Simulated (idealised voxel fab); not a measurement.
The name of this process module is voxel capacitor over wiring.
Square cells of 5 nm make up the cross-section cut, whose width is 155 nm.
For the purposes of this document, a cross-section shall be understood as a grid of square cells, specified as bands listed in top-to-bottom order, each band consisting of one or more rows of cells. In this notation a band is specified by the heights of its top and bottom, in that order and in nm, after which its materials appear from left to right, each paired with its width in nm. The word "full width" attached to a single material means that material fills the band from edge to edge; the word "empty" stands for empty space. Beneath 0, the wafer as received is one material, and that level is where height counting begins. The lowest band goes on downward without a bottom; it is written like "0 and below". A width such as "30 to 40" changes by the same amount from each row of cells to the next, from the band's top row to its bottom row. The cross-section has no changed cell in any step marked "same as before". What "Sealed-off cavities" gives you is every empty space of 8 cells or more that is cut off from the top. Each appears as width x height at distance, with the distance taken from the left edge and width, height and distance all in nm. It should be noted that, on the line of a given step, the content following the step's settings is a remark produced by the simulator itself with respect to that step. Each step line may optionally specify "overlay nm", which for a step with a mask gives the rightward distance between the mask's planned place and where it lay, a negative value indicating the leftward direction.

# These are the steps we planned for the process
| 1 | RECEIVE (material Si) |
| 2 | CONFORMAL_DEP (material SiO2; thk nm 15) |
| 3 | CONFORMAL_DEP (material SiCN; thk nm 5) |
| 4 | DIRECTIONAL_DEP (material SiO2; thk nm 25) |
| 5 | DIRECTIONAL_DEP (material aC; thk nm 10) |
| 6 | PATTERN (tone open; mask id METAL_1; material resist; width nm 30; pitch nm 95; thk nm 30; overlay nm 0) |
| 7 | DIRECTIONAL_ETCH (etch materials aC; depth nm 10) |
| 8 | STRIP (etch materials resist) |
| 9 | DIRECTIONAL_ETCH (etch materials SiO2; depth nm 25) |
| 10 | DIRECTIONAL_ETCH (etch materials SiCN; depth nm 5) |
| 11 | STRIP (etch materials aC) |
| 12 | CONFORMAL_DEP (material TiN; thk nm 5) |
| 13 | FILL_DEP (material Cu; thk nm 10) |
| 14 | CMP (height nm 45) |
| 15 | CONFORMAL_DEP (material SiCN; thk nm 5) |
| 16 | DIRECTIONAL_DEP (material SiO2; thk nm 10) |
| 17 | MASKED_ETCH (tone open; mask id PLUG_1; width nm 15; etch materials SiO2; depth nm 10; overlay nm 0) |
| 18 | MASKED_ETCH (tone open; mask id PLUG_1; width nm 15; etch materials SiCN; depth nm 5; overlay nm 0) |
| 19 | CONFORMAL_DEP (material TiN; thk nm 5) |
| 20 | FILL_DEP (material W; thk nm 10) |
| 21 | CMP (height nm 60) |
| 22 | DIRECTIONAL_DEP (material TiN; thk nm 10) |
| 23 | DIRECTIONAL_DEP (material HfO2; thk nm 5) |
| 24 | DIRECTIONAL_DEP (material TiN; thk nm 10) |
| 25 | PATTERN (tone cover; mask id UPPER_PLATE; material resist; width nm 70; thk nm 15; overlay nm 0) |
| 26 | DIRECTIONAL_ETCH (etch materials TiN; depth nm 10) |
| 27 | DIRECTIONAL_ETCH (etch materials HfO2; depth nm 5) |
| 28 | STRIP (etch materials resist) |
| 29 | DIRECTIONAL_DEP (material aC; thk nm 10) |
| 30 | PATTERN (tone cover; mask id LOWER_PLATE; material resist; width nm 80; thk nm 25; overlay nm 0) |
| 31 | DIRECTIONAL_ETCH (etch materials aC; depth nm 10) |
| 32 | STRIP (etch materials resist) |
| 33 | DIRECTIONAL_ETCH (etch materials TiN; depth nm 10) |
| 34 | STRIP (etch materials aC) |
| 35 | FILL_DEP (material SiO2; thk nm 20) |
| 36 | CMP (height nm 100) |
| 37 | MASKED_ETCH (tone open; mask id PLUG_2; width nm 15; etch materials SiO2; depth nm 15; overlay nm 0) |
| 38 | CONFORMAL_DEP (material TiN; thk nm 5) |
| 39 | FILL_DEP (material Ru; thk nm 10) |
| 40 | CMP (height nm 100) |
| 41 | CONFORMAL_DEP (material SiCN; thk nm 5) |

# Wafer at receipt (post step 1), cross-section
* 0 and below: Si full width
* Sealed-off cavities: none

# The module was run from the start shown above using the plan shown above, but one mistake was made doing it; the resulting wafer cross-section is below
* 105 down to 100: SiCN full width
* 100 down to 90: SiO2 40 nm / TiN 5 nm / Ru 5 nm / TiN 5 nm / SiO2 100 nm
* 90 down to 85: SiO2 40 nm / TiN 15 nm / SiO2 100 nm
* 85 down to 75: SiO2 25 nm / TiN 65 nm / SiO2 65 nm
* 75 down to 70: SiO2 20 nm / HfO2 70 nm / SiO2 65 nm
* 70 down to 60: SiO2 20 nm / TiN 85 nm / SiO2 50 nm
* 60 down to 50: SiO2 30 nm / TiN 5 nm / W 5 nm / TiN 5 nm / SiO2 110 nm
* 50 down to 45: SiCN 30 nm / TiN 15 nm / SiCN 110 nm
* 45 down to 20: SiO2 15 nm / TiN 5 nm / Cu 20 nm / TiN 5 nm / SiO2 65 nm / TiN 5 nm / Cu 20 nm / TiN 5 nm / SiO2 15 nm
* 20 down to 15: SiCN 15 nm / TiN 30 nm / SiCN 65 nm / TiN 30 nm / SiCN 15 nm
* 15 down to 0: SiO2 full width
* 0 and below: Si full width
* Sealed-off cavities: none
What went wrong in running the wafer? step 25 ran with different settings than intended, the actual operation and settings being PATTERN (tone cover; mask id UPPER_PLATE; material resist; width nm 70; thk nm 15; overlay nm -10)
